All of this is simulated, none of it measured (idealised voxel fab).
The following is a process module called voxel self aligned vias.
215 nm wide, 5 nm square cells: that's cross-section cut.
Cross-section layout: square cells on a grid; listed as bands, top to bottom; a band spans one or more cell rows. In this notation a band is specified by the heights of its top and bottom, in that order and in nm, after which its materials appear from left to right, each paired with its width in nm. The word "everywhere" attached to a single material means that material fills the band from edge to edge; the word "air" stands for empty space. Where do heights start? At 0: under that level the wafer as delivered is made of one material only. And the lowest band has no floor; it just carries on downward, as in "z 0 and below". It should be noted that a width expressed as "30->40" varies in equal increments from row to row of cells within the band, taking the value of the first number at the top row and that of the second number at the bottom row. "no change occurred" for a step: no cell of the cross-section changed in that step. Look at "Closed empty spaces" for the closed voids: empty spaces with no open path to the top, sized 8 cells or up. Each is width x height at distance, distance from the left edge, all nm. Whatever follows a step's settings on its line is a remark the simulator itself makes about that step. "overlay nm" denotes, for a step that has a mask, the displacement of the mask to the right of its planned place, with negative values corresponding to the left.
Below is the list of planned process steps:
step 1: RECEIVE,material Si
step 2: CONFORMAL_DEP,material SiO2,thk nm 15
step 3: CONFORMAL_DEP,material SiCN,thk nm 5
step 4: DIRECTIONAL_DEP,material lowk,thk nm 30
step 5: PATTERN,tone open,mask id LINES,material resist,width nm 30,pitch nm 70,thk nm 15,overlay nm 0
step 6: DIRECTIONAL_ETCH,etch materials lowk,depth nm 30
step 7: STRIP,etch materials resist
step 8: CONFORMAL_DEP,material TiN,thk nm 5
step 9: FILL_DEP,material W,thk nm 10
step 10: CMP,height nm 50
step 11: SELECTIVE_ETCH,etch materials W Ru TiN,depth nm 5
step 12: FILL_DEP,material SiN,thk nm 5
step 13: CMP,height nm 50
step 14: DIRECTIONAL_DEP,material lowk,thk nm 15
step 15: MASKED_ETCH,tone open,mask id VIAS,width nm 50,pitch nm 70,etch materials lowk,depth nm 15,overlay nm 0
step 16: MASKED_ETCH,tone open,mask id VIAS,width nm 50,pitch nm 70,etch materials SiN,depth nm 5,overlay nm 0
step 17: CONFORMAL_DEP,material TiN,thk nm 5
step 18: FILL_DEP,material W,thk nm 5
step 19: CMP,height nm 65
step 20: CONFORMAL_DEP,material SiCN,thk nm 5
Account of the first of two wafers, which was processed as intended:
Cross-section, incoming material, after step 1:
z 0 and below  Si everywhere
Closed empty spaces: none
Cross-section of the wafer subsequent to step 2:
z 15 to 0  SiO2 everywhere
At heights below 0, the structure remains unaltered.
Cross-section of the wafer subsequent to step 3:
z 20 to 15  SiCN everywhere
At heights below 15, the structure remains unaltered.
Cross-section of the wafer subsequent to step 4:
z 50 to 20  lowk everywhere
At heights below 20, the structure remains unaltered.
Cross-section of the wafer subsequent to step 5:
z 65 to 50  resist 55, air 30, resist 40, air 30, resist 60
At heights below 50, the structure remains unaltered.
Cross-section of the wafer subsequent to step 6:
z 65 to 50  resist 55, air 30, resist 40, air 30, resist 60
z 50 to 20  lowk 55, air 30, lowk 40, air 30, lowk 60
At heights below 20, the structure remains unaltered.
Cross-section of the wafer subsequent to step 7:
z 50 to 20  lowk 55, air 30, lowk 40, air 30, lowk 60
At heights below 20, the structure remains unaltered.
Cross-section of the wafer subsequent to step 8:
z 55 to 50  TiN 60, air 20, TiN 50, air 20, TiN 65
z 50 to 25  lowk 55, TiN 5, air 20, TiN 5, lowk 40, TiN 5, air 20, TiN 5, lowk 60
z 25 to 20  lowk 55, TiN 30, lowk 40, TiN 30, lowk 60
At heights below 20, the structure remains unaltered.
Cross-section of the wafer subsequent to step 9:
z 65 to 55  W everywhere
z 55 to 50  TiN 60, W 20, TiN 50, W 20, TiN 65
z 50 to 25  lowk 55, TiN 5, W 20, TiN 5, lowk 40, TiN 5, W 20, TiN 5, lowk 60
At heights below 25, the structure remains unaltered.
Cross-section of the wafer subsequent to step 10:
z 50 to 25  lowk 55, TiN 5, W 20, TiN 5, lowk 40, TiN 5, W 20, TiN 5, lowk 60
At heights below 25, the structure remains unaltered.
Cross-section of the wafer subsequent to step 11:
z 50 to 45  lowk 55, air 30, lowk 40, air 30, lowk 60
At heights below 45, the structure remains unaltered.
Cross-section of the wafer subsequent to step 12:
z 55 to 50  SiN everywhere
z 50 to 45  lowk 55, SiN 30, lowk 40, SiN 30, lowk 60
At heights below 45, the structure remains unaltered.
Cross-section of the wafer subsequent to step 13:
z 50 to 45  lowk 55, SiN 30, lowk 40, SiN 30, lowk 60
At heights below 45, the structure remains unaltered.
Cross-section of the wafer subsequent to step 14:
z 65 to 50  lowk everywhere
At heights below 50, the structure remains unaltered.
Cross-section of the wafer subsequent to step 15:
z 65 to 50  lowk 45, air 50, lowk 20, air 50, lowk 50
At heights below 50, the structure remains unaltered.
Cross-section of the wafer subsequent to step 16:
z 65 to 50  lowk 45, air 50, lowk 20, air 50, lowk 50
z 50 to 45  lowk 55, air 30, lowk 40, air 30, lowk 60
At heights below 45, the structure remains unaltered.
Cross-section of the wafer subsequent to step 17:
z 70 to 65  TiN 50, air 40, TiN 30, air 40, TiN 55
z 65 to 55  lowk 45, TiN 5, air 40, TiN 5, lowk 20, TiN 5, air 40, TiN 5, lowk 50
z 55 to 50  lowk 45, TiN 15, air 20, TiN 15, lowk 20, TiN 15, air 20, TiN 15, lowk 50
z 50 to 45  lowk 55, TiN 30, lowk 40, TiN 30, lowk 60
At heights below 45, the structure remains unaltered.
Cross-section of the wafer subsequent to step 18:
z 75 to 70  W everywhere
z 70 to 65  TiN 50, W 40, TiN 30, W 40, TiN 55
z 65 to 55  lowk 45, TiN 5, W 40, TiN 5, lowk 20, TiN 5, W 40, TiN 5, lowk 50
z 55 to 50  lowk 45, TiN 15, W 20, TiN 15, lowk 20, TiN 15, W 20, TiN 15, lowk 50
At heights below 50, the structure remains unaltered.
Cross-section of the wafer subsequent to step 19:
z 65 to 55  lowk 45, TiN 5, W 40, TiN 5, lowk 20, TiN 5, W 40, TiN 5, lowk 50
At heights below 55, the structure remains unaltered.
Cross-section of the wafer subsequent to step 20:
z 70 to 65  SiCN everywhere
At heights below 65, the structure remains unaltered.
Wafer two of the pair: same origin, same plan, one error during the run; identical to wafer one up to and including step 11:
The second wafer cut through, at the time step 12 was supposed to be finished:
z 55 to 50  SiO2 everywhere
z 50 to 45  lowk 55, SiO2 30, lowk 40, SiO2 30, lowk 60
At heights below 45, the structure remains unaltered.
The second wafer cut through, at the time step 13 was supposed to be finished:
z 50 to 45  lowk 55, SiO2 30, lowk 40, SiO2 30, lowk 60
At heights below 45, the structure remains unaltered.
The second wafer cut through, at the time step 14 was supposed to be finished:
z 65 to 50  lowk everywhere
At heights below 50, the structure remains unaltered.
The second wafer cut through, at the time step 15 was supposed to be finished:
z 65 to 50  lowk 45, air 50, lowk 20, air 50, lowk 50
At heights below 50, the structure remains unaltered.
The second wafer cut through, at the time step 16 was supposed to be finished: no change occurred
The second wafer cut through, at the time step 17 was supposed to be finished:
z 70 to 65  TiN 50, air 40, TiN 30, air 40, TiN 55
z 65 to 55  lowk 45, TiN 5, air 40, TiN 5, lowk 20, TiN 5, air 40, TiN 5, lowk 50
z 55 to 50  lowk 45, TiN 50, lowk 20, TiN 50, lowk 50
At heights below 50, the structure remains unaltered.
The second wafer cut through, at the time step 18 was supposed to be finished:
z 75 to 70  W everywhere
z 70 to 65  TiN 50, W 40, TiN 30, W 40, TiN 55
z 65 to 55  lowk 45, TiN 5, W 40, TiN 5, lowk 20, TiN 5, W 40, TiN 5, lowk 50
At heights below 55, the structure remains unaltered.
The second wafer cut through, at the time step 19 was supposed to be finished:
z 65 to 55  lowk 45, TiN 5, W 40, TiN 5, lowk 20, TiN 5, W 40, TiN 5, lowk 50
At heights below 55, the structure remains unaltered.
The second wafer cut through, at the time step 20 was supposed to be finished:
z 70 to 65  SiCN everywhere
At heights below 65, the structure remains unaltered.
Want to know what went wrong? so step 12 ended up running with a different setting than we planned, it ran as FILL_DEP,material SiO2,thk nm 5
It is noted that, at the conclusion of processing, the second wafer exhibits a higher or lower cell count for certain materials relative to the first: 12 more of SiO2 | 4 fewer of TiN | 8 fewer of W
